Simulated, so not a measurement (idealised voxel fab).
voxel capacitor over wiring: a process module
Shown is cross-section cut, with a width of 285 nm and square cells of size 5 nm.
Cross-section layout: square cells on a grid; listed as bands, top to bottom; a band spans one or more cell rows. Band: top and bottom heights (nm) first, top before bottom; then materials from left to right, widths in nm. "everywhere" marks a sole material filling the band edge to edge. "empty" denotes empty space. Heights are expressed relative to 0, this being the level below which the as-received wafer comprises one material exclusively. The lowest band is unbounded in the downward direction and is denoted as in "0 and below". Read "30->40" as a graded width: first number on top, second number at the bottom, same change between each pair of neighbouring rows. Step note "stayed the same" = no cross-section cell changed. The entry titled "Entrapped void list" provides the empty spaces that have no open way to the top, restricted to those of 8 cells or more. Each is presented as width x height at distance, the distance being measured from the left edge, with all three in nm. Text after the settings on a step's line: the simulator's own remark on that step. overlay nm: where the mask lay relative to plan, measured to the right, on steps with a mask; negatives go left.
## Set out below are the planned steps of the process
1,op RECEIVE | material Si
2,op CONFORMAL_DEP | material SiO2 | thk nm 15
3,op DIRECTIONAL_DEP | material TiN | thk nm 5
4,op DIRECTIONAL_DEP | material Ru | thk nm 20
5,op PATTERN | tone cover | mask id METAL_1 | material resist | width nm 20 | pitch nm 100 | thk nm 20 | overlay nm 0
6,op DIRECTIONAL_ETCH | etch materials Ru | depth nm 20
7,op DIRECTIONAL_ETCH | etch materials TiN | depth nm 5
8,op STRIP | etch materials resist
9,op FILL_DEP | material SiO2 | thk nm 10
10,op CMP | height nm 40
11,op CONFORMAL_DEP | material SiCN | thk nm 5
12,op DIRECTIONAL_DEP | material lowk | thk nm 15
13,op DIRECTIONAL_DEP | material aC | thk nm 15
14,op PATTERN | tone open | mask id PLUG_1 | material resist | width nm 15 | thk nm 30 | overlay nm 0
15,op DIRECTIONAL_ETCH | etch materials aC | depth nm 15
16,op STRIP | etch materials resist
17,op DIRECTIONAL_ETCH | etch materials lowk | depth nm 15
18,op DIRECTIONAL_ETCH | etch materials SiCN | depth nm 5
19,op STRIP | etch materials aC
20,op EPI | material Ru | thk nm 10
21,op EPI | material Ru | thk nm 10
22,op DIRECTIONAL_DEP | material TiN | thk nm 10
23,op DIRECTIONAL_DEP | material Al2O3 | thk nm 5
24,op DIRECTIONAL_DEP | material TiN | thk nm 5
25,op PATTERN | tone cover | mask id UPPER_PLATE | material resist | width nm 75 | thk nm 15 | overlay nm 0
26,op DIRECTIONAL_ETCH | etch materials TiN | depth nm 5
27,op DIRECTIONAL_ETCH | etch materials Al2O3 | depth nm 5
28,op STRIP | etch materials resist
29,op MASKED_ETCH | tone cover | mask id LOWER_PLATE | width nm 85 | etch materials TiN | depth nm 10 | overlay nm 0
30,op FILL_DEP | material SiO2 | thk nm 20
31,op CMP | height nm 95
32,op MASKED_ETCH | tone open | mask id PLUG_2 | width nm 15 | etch materials SiO2 | depth nm 15 | overlay nm 0
33,op CONFORMAL_DEP | material TiN | thk nm 5
34,op FILL_DEP | material Ru | thk nm 10
35,op CMP | height nm 95
36,op CONFORMAL_DEP | material SiN | thk nm 5
The value of width nm given for step 5 in the plan refers to the first wafer; the wafers vary in this setting and are alike at the start.
## This is how the first of several wafers looked in cross-section when it arrived, which is after step 1
    0 and below | Si everywhere
    Entrapped void list: none
## Post step 36, the closing step of the module: first of several wafers, cross-sectioned
    100 down to 95 | SiN everywhere
    95 down to 85 | SiO2 (100) | TiN (5) | Ru (5) | TiN (5) | SiO2 (170)
    85 down to 75 | SiO2 (100->90) | TiN (15->75) | SiO2 (170->120)
    75 down to 70 | SiO2 (90) | Al2O3 (75) | SiO2 (120)
    70 down to 60 | SiO2 (85) | TiN (85) | SiO2 (115)
    60 down to 45 | lowk (90) | Ru (15) | lowk (180)
    45 down to 40 | SiCN (90) | Ru (15) | SiCN (180)
    40 down to 20 | SiO2 (80) | Ru (20) | SiO2 (80) | Ru (20) | SiO2 (85)
    20 down to 15 | SiO2 (80) | TiN (20) | SiO2 (80) | TiN (20) | SiO2 (85)
    15 down to 0 | SiO2 everywhere
    0 and below | Si everywhere
    Entrapped void list: none
## Last wafer x-sec, end of module
    100 down to 95 | SiN everywhere
    95 down to 85 | SiO2 (100) | TiN (5) | Ru (5) | TiN (5) | SiO2 (170)
    85 down to 75 | SiO2 (100->90) | TiN (15->75) | SiO2 (170->120)
    75 down to 70 | SiO2 (90) | Al2O3 (75) | SiO2 (120)
    70 down to 60 | SiO2 (85) | TiN (85) | SiO2 (115)
    60 down to 45 | lowk (90) | Ru (15) | lowk (180)
    45 down to 40 | SiCN (90) | Ru (15) | SiCN (180)
    40 down to 20 | SiO2 (70) | Ru (45) | SiO2 (55) | Ru (45) | SiO2 (70)
    20 down to 15 | SiO2 (70) | TiN (45) | SiO2 (55) | TiN (45) | SiO2 (70)
    15 down to 0 | SiO2 everywhere
    0 and below | Si everywhere
    Entrapped void list: none
## Per-wafer rows below. For each material: cells gained (+) or lost (-) since the wafer was received, as of end of module. Then: closed voids
width nm 20, +15 Al2O3, +46 Ru, +54 SiCN, +57 SiN, +742 SiO2, +64 TiN, +162 lowk, Entrapped void list: none
width nm 25, +15 Al2O3, +54 Ru, +54 SiCN, +57 SiN, +732 SiO2, +66 TiN, +162 lowk, Entrapped void list: none
width nm 30, +15 Al2O3, +62 Ru, +54 SiCN, +57 SiN, +722 SiO2, +68 TiN, +162 lowk, Entrapped void list: none
width nm 35, +15 Al2O3, +70 Ru, +54 SiCN, +57 SiN, +712 SiO2, +70 TiN, +162 lowk, Entrapped void list: none
width nm 40, +15 Al2O3, +78 Ru, +54 SiCN, +57 SiN, +702 SiO2, +72 TiN, +162 lowk, Entrapped void list: none
width nm 45, +15 Al2O3, +86 Ru, +54 SiCN, +57 SiN, +692 SiO2, +74 TiN, +162 lowk, Entrapped void list: none
